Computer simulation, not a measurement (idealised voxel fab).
The following is a process module called voxel spacer lines.
Displayed cross-section: cut, width of 175 nm, square cells sized 5 nm.
The cross-sections in this document take the form of a grid made of square cells. They are written out as bands, in order from top to bottom. Each band consists of one or more rows of cells.
Heights first: top, then bottom, in nm. Then materials, left to right, each with a width in nm. "everywhere" on a single material: fills the band edge to edge. "empty": empty space.
For the purposes of this specification, 0 denotes the height below which the wafer in its as-received condition is composed wholly of one material, and the lowermost band, lacking a lower limit, extends downward without end, as expressed in "top 0, no bottom".
Width: "30 to 40" (first number = top row, second number = bottom row, same change from row to row of cells).
Where a step carries "no alterations made", the cross-section came out of it unchanged, cell for cell.
Listed in "Unvented cavities": every empty space of 8 or more cells without an open way to the top. Form: width x height at distance, the distance being from the left edge, all in nm.
If you see something after the settings on a step's line, that's the simulator's own remark about that step.
overlay nm: on a step with a mask, how far right of its planned place the mask lay; negative means left.

These are the steps we planned for the process
1 RECEIVE with material Si
2 CONFORMAL_DEP with material Al2O3, thk nm 5
3 DIRECTIONAL_DEP with material TiN, thk nm 20
4 DIRECTIONAL_DEP with material aC, thk nm 30
5 PATTERN with tone cover, mask id MANDREL, material resist, width nm 20, pitch nm 60, thk nm 40, overlay nm 0
6 DIRECTIONAL_ETCH with etch materials aC, depth nm 30
7 STRIP with etch materials resist
8 CONFORMAL_DEP with material SiO2, thk nm 10
9 DIRECTIONAL_ETCH with etch materials SiO2, depth nm 10
10 STRIP with etch materials aC
11 DIRECTIONAL_ETCH with etch materials TiN, depth nm 20
12 STRIP with etch materials SiO2

Cross-section of the incoming wafer, state after step 1
> top 0, no bottom  Si everywhere
> Unvented cavities: none

End-of-module XS, first of two wafers, run as planned
> top 25, bottom 5  5 nm empty, then 10 nm TiN, then 20 nm empty, then 10 nm TiN, then 20 nm empty, then 10 nm TiN, then 20 nm empty, then 10 nm TiN, then 20 nm empty, then 10 nm TiN, then 20 nm empty, then 10 nm TiN, then 10 nm empty
> top 5, bottom 0  Al2O3 everywhere
> top 0, no bottom  Si everywhere
> Unvented cavities: none

This cross-section belongs to the second wafer of two at the end of the module; the start and the plan were shared with the first, and the run included one mistake
> top 30, bottom 10  5 nm empty, then 10 nm TiN, then 20 nm empty, then 10 nm TiN, then 20 nm empty, then 10 nm TiN, then 20 nm empty, then 10 nm TiN, then 20 nm empty, then 10 nm TiN, then 20 nm empty, then 10 nm TiN, then 10 nm empty
> top 10, bottom 5  TiN everywhere
> top 5, bottom 0  Al2O3 everywhere
> top 0, no bottom  Si everywhere
> Unvented cavities: none
It is concluded that the wafer was processed incorrectly with respect to the plan, in that off-plan run, step 3, actual operation and settings DIRECTIONAL_DEP with material TiN, thk nm 25
The second wafer ends with more or fewer cells of some materials than the first, per final count: TiN: 35 more
